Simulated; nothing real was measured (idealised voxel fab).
Title: Process Module voxel wiring stack
It is cross-section cut that appears here, measuring 200 nm in width, its square cells being 5 nm in size.
Reading order for cross-sections: top band down to bottom band. Underlying form: a grid of square cells. Band size: one or more rows of cells.
Look at the band entry: it leads with the top's height and the bottom's height in nm. Then it lists the materials left to right, with a width in nm for each. The word "all across" on a single material says that material fills the band edge to edge. The word "air" is empty space.
It should be noted that heights are counted from 0, beneath which the wafer as supplied is of one material throughout, and that the lowest band possesses no lower boundary but continues downward, as written in "0 nm and below".
A two-number width, for instance "30 to 40", indicates that the width is equal to the first number in the top row of the band and to the second number in the bottom row, and that it changes by a constant amount per row of cells.
"no change occurred" -> step changed no cross-section cell.
Enclosed voids (no open way to top), threshold 8 cells or more, entry "Enclosed internal cavities", notation width x height at distance, distance from left edge, nm.
Anything after a step's settings on that line? It's the simulator's own note about the step.
Each step line may optionally specify "overlay nm", which for a step with a mask gives the rightward distance between the mask's planned place and where it lay, a negative value indicating the leftward direction.

THE PLANNED PROCESS STEPS ARE ENUMERATED HEREUNDER
1: RECEIVE with material Si
2: CONFORMAL_DEP with material SiO2, thk nm 15
3: CONFORMAL_DEP with material SiN, thk nm 5
4: DIRECTIONAL_DEP with material lowk, thk nm 25
5: DIRECTIONAL_DEP with material aC, thk nm 10
6: PATTERN with tone open, mask id METAL_1, material resist, width nm 25, pitch nm 45, thk nm 30, overlay nm 0
7: DIRECTIONAL_ETCH with etch materials aC, depth nm 10
8: STRIP with etch materials resist
9: DIRECTIONAL_ETCH with etch materials lowk, depth nm 25
10: DIRECTIONAL_ETCH with etch materials SiN, depth nm 5
11: STRIP with etch materials aC
12: CONFORMAL_DEP with material TiN, thk nm 5
13: FILL_DEP with material Ru, thk nm 5
14: CMP with height nm 45
15: CONFORMAL_DEP with material SiCN, thk nm 5
16: DIRECTIONAL_DEP with material SiO2, thk nm 15
17: MASKED_ETCH with tone open, mask id PLUG_1, width nm 15, pitch nm 45, etch materials SiO2, depth nm 15, overlay nm 0
18: MASKED_ETCH with tone open, mask id PLUG_1, width nm 15, pitch nm 45, etch materials SiCN, depth nm 5, overlay nm 0
19: EPI with material Ru, thk nm 10
20: EPI with material Ru, thk nm 10
21: CONFORMAL_DEP with material SiN, thk nm 5
22: DIRECTIONAL_DEP with material lowk, thk nm 20
23: MASKED_ETCH with tone open, mask id METAL_2, width nm 25, pitch nm 45, etch materials lowk, depth nm 20, overlay nm 0
24: MASKED_ETCH with tone open, mask id METAL_2, width nm 25, pitch nm 45, etch materials SiN, depth nm 5, overlay nm 0
25: CONFORMAL_DEP with material TiN, thk nm 5
26: FILL_DEP with material Ru, thk nm 10
27: CMP with height nm 90
28: CONFORMAL_DEP with material SiCN, thk nm 5
29: DIRECTIONAL_DEP with material SiO2, thk nm 10
30: MASKED_ETCH with tone open, mask id PLUG_2, width nm 15, etch materials SiO2, depth nm 10, overlay nm 0
31: MASKED_ETCH with tone open, mask id PLUG_2, width nm 15, etch materials SiCN, depth nm 5, overlay nm 0
32: EPI with material Ru, thk nm 10
33: EPI with material Ru, thk nm 5
34: CONFORMAL_DEP with material SiN, thk nm 5
35: DIRECTIONAL_DEP with material lowk, thk nm 20
36: DIRECTIONAL_DEP with material aC, thk nm 15
37: PATTERN with tone open, mask id METAL_3, material resist, width nm 25, pitch nm 45, thk nm 30, overlay nm -15
38: DIRECTIONAL_ETCH with etch materials aC, depth nm 15
39: STRIP with etch materials resist
40: DIRECTIONAL_ETCH with etch materials lowk, depth nm 20
41: DIRECTIONAL_ETCH with etch materials SiN, depth nm 5
42: STRIP with etch materials aC
43: CONFORMAL_DEP with material TiN, thk nm 5
44: FILL_DEP with material Ru, thk nm 5
45: CMP with height nm 130
46: CONFORMAL_DEP with material SiCN, thk nm 5
Quick note for whoever runs this: the wafers start identical, but the overlay nm at step 37 isn't the same across them. The plan just shows what the first wafer had.

AS-RECEIVED STATE AFTER STEP 1, FIRST OF SEVERAL WAFERS, CROSS-SECTION
	0 nm and below | Si all across
	Enclosed internal cavities: none

HERE'S THE FIRST OF SEVERAL WAFERS IN CROSS-SECTION, END OF THE MODULE, AFTER THE LAST STEP, STEP 46
	135 nm to 130 nm | SiCN all across
	130 nm to 110 nm | 50 of lowk / 5 of TiN / 15 of Ru / 5 of TiN / 20 of lowk / 5 of TiN / 15 of Ru / 5 of TiN / 80 of lowk
	110 nm to 105 nm | 50 of SiN / 25 of TiN / 20 of SiN / 25 of TiN / 80 of SiN
	105 nm to 95 nm | 65 of SiO2 / 15 of Ru / 120 of SiO2
	95 nm to 90 nm | 65 of SiCN / 15 of Ru / 120 of SiCN
	90 nm to 70 nm | 65 of lowk / 5 of TiN / 15 of Ru / 5 of TiN / 20 of lowk / 5 of TiN / 15 of Ru / 5 of TiN / 65 of lowk
	70 nm to 65 nm | 65 of SiN / 25 of TiN / 20 of SiN / 25 of TiN / 65 of SiN
	65 nm to 50 nm | 65 of SiO2 / 15 of Ru / 30 of SiO2 / 15 of Ru / 75 of SiO2
	50 nm to 45 nm | 65 of SiCN / 15 of Ru / 30 of SiCN / 15 of Ru / 75 of SiCN
	45 nm to 20 nm | 65 of lowk / 5 of TiN / 15 of Ru / 5 of TiN / 20 of lowk / 5 of TiN / 15 of Ru / 5 of TiN / 65 of lowk
	20 nm to 15 nm | 65 of SiN / 25 of TiN / 20 of SiN / 25 of TiN / 65 of SiN
	15 nm to 0 nm | SiO2 all across
	0 nm and below | Si all across
	Enclosed internal cavities: none

CROSS-SECTIONAL VIEW OF THE FINAL WAFER OF SEVERAL AT THE MODULE'S END
	135 nm to 130 nm | SiCN all across
	130 nm to 110 nm | 80 of lowk / 5 of TiN / 15 of Ru / 5 of TiN / 20 of lowk / 5 of TiN / 15 of Ru / 5 of TiN / 50 of lowk
	110 nm to 105 nm | 80 of SiN / 25 of TiN / 20 of SiN / 25 of TiN / 50 of SiN
	105 nm to 95 nm | 65 of SiO2 / 15 of Ru / 120 of SiO2
	95 nm to 90 nm | 65 of SiCN / 15 of Ru / 120 of SiCN
	90 nm to 70 nm | 65 of lowk / 5 of TiN / 15 of Ru / 5 of TiN / 20 of lowk / 5 of TiN / 15 of Ru / 5 of TiN / 65 of lowk
	70 nm to 65 nm | 65 of SiN / 25 of TiN / 20 of SiN / 25 of TiN / 65 of SiN
	65 nm to 50 nm | 65 of SiO2 / 15 of Ru / 30 of SiO2 / 15 of Ru / 75 of SiO2
	50 nm to 45 nm | 65 of SiCN / 15 of Ru / 30 of SiCN / 15 of Ru / 75 of SiCN
	45 nm to 20 nm | 65 of lowk / 5 of TiN / 15 of Ru / 5 of TiN / 20 of lowk / 5 of TiN / 15 of Ru / 5 of TiN / 65 of lowk
	20 nm to 15 nm | 65 of SiN / 25 of TiN / 20 of SiN / 25 of TiN / 65 of SiN
	15 nm to 0 nm | SiO2 all across
	0 nm and below | Si all across
	Enclosed internal cavities: none

TAKE ANY ROW AND YOU HAVE A WAFER AT THE END OF THE MODULE: HOW MANY CELLS OF EACH MATERIAL IT HAS GAINED (+) OR LOST (-) SINCE IT WAS RECEIVED, AND THEN ITS CLOSED VOIDS
overlay nm -15 | +111 Ru | +111 SiCN | +90 SiN | +296 SiO2 | +82 TiN | +390 lowk | Enclosed internal cavities: none
overlay nm -10 | +111 Ru | +111 SiCN | +90 SiN | +296 SiO2 | +82 TiN | +390 lowk | Enclosed internal cavities: none
overlay nm -5 | +111 Ru | +111 SiCN | +90 SiN | +296 SiO2 | +82 TiN | +390 lowk | Enclosed internal cavities: none
overlay nm 0 | +111 Ru | +111 SiCN | +90 SiN | +296 SiO2 | +82 TiN | +390 lowk | Enclosed internal cavities: none
overlay nm 5 | +111 Ru | +111 SiCN | +90 SiN | +296 SiO2 | +82 TiN | +390 lowk | Enclosed internal cavities: none
overlay nm 10 | +111 Ru | +111 SiCN | +90 SiN | +296 SiO2 | +82 TiN | +390 lowk | Enclosed internal cavities: none
overlay nm 15 | +111 Ru | +111 SiCN | +90 SiN | +296 SiO2 | +82 TiN | +390 lowk | Enclosed internal cavities: none
